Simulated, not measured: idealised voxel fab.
Process module under the name voxel gate over fins
We display cut, a cross-section 225 nm in width whose square cells are each 5 nm.
A cross-section is written here as square cells arranged in a grid, and it is given in bands from the top down, each band taking up one or more rows of cells.
Look at the band entry: it leads with the top's height and the bottom's height in nm. Then it lists the materials left to right, with a width in nm for each. The word "throughout" on a single material says that material fills the band edge to edge. The word "air" is empty space.
Height 0 is the level under which the wafer as received is all one material. The lowest band goes on downwards, as in "0 nm and below".
So if you see something like "30..40" for the width, read it as the top row of the band sitting at the first number and the bottom row at the second, with every row in between moving by the same amount as the last.
"nothing altered" means the step left every cell of the cross-section as it was.
In the "Enclosed empty spaces" entry, you get each enclosed empty space of 8 cells or more, one with no open way to the top, written width x height at distance, distance from the left edge, in nm.
Formally, on a step line, whatever follows the settings is a remark that the simulator itself makes on the step.
Steps that use a mask can have "overlay nm" on their line. It says how far the mask sat to the right of where it was meant to be. Negative means to the left.

## Set out below are the planned steps of the process
1. RECEIVE with material Si
2. CONFORMAL_DEP with material SiN, thk nm 10
3. MASKED_ETCH with tone cover, mask id FINS, width nm 15, pitch nm 60, etch materials SiN, depth nm 10, overlay nm 0
4. MASKED_ETCH with tone cover, mask id FINS, width nm 15, pitch nm 60, etch materials Si, depth nm 40, overlay nm 0
5. OXIDIZE with depth nm 5
6. FILL_DEP with material SiO2, thk nm 10
7. CMP with height nm 10
8. MASKED_ETCH with tone open, mask id RAIL, width nm 15, etch materials SiO2, depth nm 45, overlay nm 0
9. CONFORMAL_DEP with material TiN, thk nm 5
10. FILL_DEP with material W, thk nm 10
11. CMP with height nm 10
12. SELECTIVE_ETCH with etch materials W Ru TiN, depth nm 30
13. FILL_DEP with material SiO2, thk nm 5
14. CMP with height nm 10
15. SELECTIVE_ETCH with etch materials SiO2, depth nm 20
16. STRIP with etch materials SiN
17. CONFORMAL_DEP with material HfO2, thk nm 5
18. CONFORMAL_DEP with material TiN, thk nm 5
19. FILL_DEP with material W, thk nm 15
20. CMP with height nm 20
21. CONFORMAL_DEP with material SiCN, thk nm 5

## Cross-sectional view of the wafer in its as-received condition, corresponding to the state after step 1
    0 nm and below: Si throughout
    Enclosed empty spaces: none

## First of two wafers at the end of the module, shown in cross-section; run carried out as planned
    25 nm to 20 nm: SiCN throughout
    20 nm to 10 nm: W throughout
    10 nm to 5 nm: 40 of W, then 25 of TiN, then 35 of W, then 25 of TiN, then 35 of W, then 25 of TiN, then 40 of W
    5 nm to 0 nm: 40 of W, then 5 of TiN, then 15 of HfO2, then 5 of TiN, then 35 of W, then 5 of TiN, then 15 of HfO2, then 5 of TiN, then 35 of W, then 5 of TiN, then 15 of HfO2, then 5 of TiN, then 40 of W
    0 nm to -5 nm: 45 of TiN, then 5 of HfO2, then 5 of Si, then 5 of HfO2, then 45 of TiN, then 5 of HfO2, then 5 of Si, then 5 of HfO2, then 45 of TiN, then 5 of HfO2, then 5 of Si, then 5 of HfO2, then 45 of TiN
    -5 nm to -10 nm: 50 of HfO2, then 5 of Si, then 55 of HfO2, then 5 of Si, then 55 of HfO2, then 5 of Si, then 50 of HfO2
    -10 nm to -20 nm: 50 of SiO2, then 5 of Si, then 55 of SiO2, then 5 of Si, then 55 of SiO2, then 5 of Si, then 50 of SiO2
    -20 nm to -30 nm: 50 of SiO2, then 5 of Si, then 20 of SiO2, then 5 of TiN, then 5 of W, then 5 of TiN, then 20 of SiO2, then 5 of Si, then 55 of SiO2, then 5 of Si, then 50 of SiO2
    -30 nm to -35 nm: 50 of SiO2, then 5 of Si, then 20 of SiO2, then 15 of TiN, then 20 of SiO2, then 5 of Si, then 55 of SiO2, then 5 of Si, then 50 of SiO2
    -35 nm to -45 nm: 50 of SiO2, then 5 of Si, then 55 of SiO2, then 5 of Si, then 55 of SiO2, then 5 of Si, then 50 of SiO2
    -45 nm and below: Si throughout
    Enclosed empty spaces: none

## Cross-section, second wafer: same start as the first, same plan as the first, one mistake in running it; taken at the end of the module
    25 nm to 20 nm: SiCN throughout
    20 nm to 10 nm: W throughout
    10 nm to 5 nm: 40 of W, then 25 of TiN, then 35 of W, then 25 of TiN, then 35 of W, then 25 of TiN, then 40 of W
    5 nm to 0 nm: 40 of W, then 5 of TiN, then 15 of HfO2, then 45 of TiN, then 15 of HfO2, then 5 of TiN, then 35 of W, then 5 of TiN, then 15 of HfO2, then 5 of TiN, then 40 of W
    0 nm to -5 nm: 45 of TiN, then 5 of HfO2, then 5 of Si, then 5 of HfO2, then 10 of TiN, then 25 of HfO2, then 10 of TiN, then 5 of HfO2, then 5 of Si, then 5 of HfO2, then 45 of TiN, then 5 of HfO2, then 5 of Si, then 5 of HfO2, then 45 of TiN
    -5 nm to -10 nm: 50 of HfO2, then 5 of Si, then 20 of HfO2, then 5 of TiN, then 5 of W, then 5 of TiN, then 20 of HfO2, then 5 of Si, then 55 of HfO2, then 5 of Si, then 50 of HfO2
    -10 nm to -30 nm: 50 of SiO2, then 5 of Si, then 20 of SiO2, then 5 of TiN, then 5 of W, then 5 of TiN, then 20 of SiO2, then 5 of Si, then 55 of SiO2, then 5 of Si, then 50 of SiO2
    -30 nm to -35 nm: 50 of SiO2, then 5 of Si, then 20 of SiO2, then 15 of TiN, then 20 of SiO2, then 5 of Si, then 55 of SiO2, then 5 of Si, then 50 of SiO2
    -35 nm to -45 nm: 50 of SiO2, then 5 of Si, then 55 of SiO2, then 5 of Si, then 55 of SiO2, then 5 of Si, then 50 of SiO2
    -45 nm and below: Si throughout
    Enclosed empty spaces: none
So what did we get wrong on this run? plan step 11 was not performed, having been skipped
FYI, end of process, the second wafer has more or fewer cells of some materials than the first: 2 more of HfO2 | 6 fewer of SiO2 | 8 more of TiN | 4 fewer of W
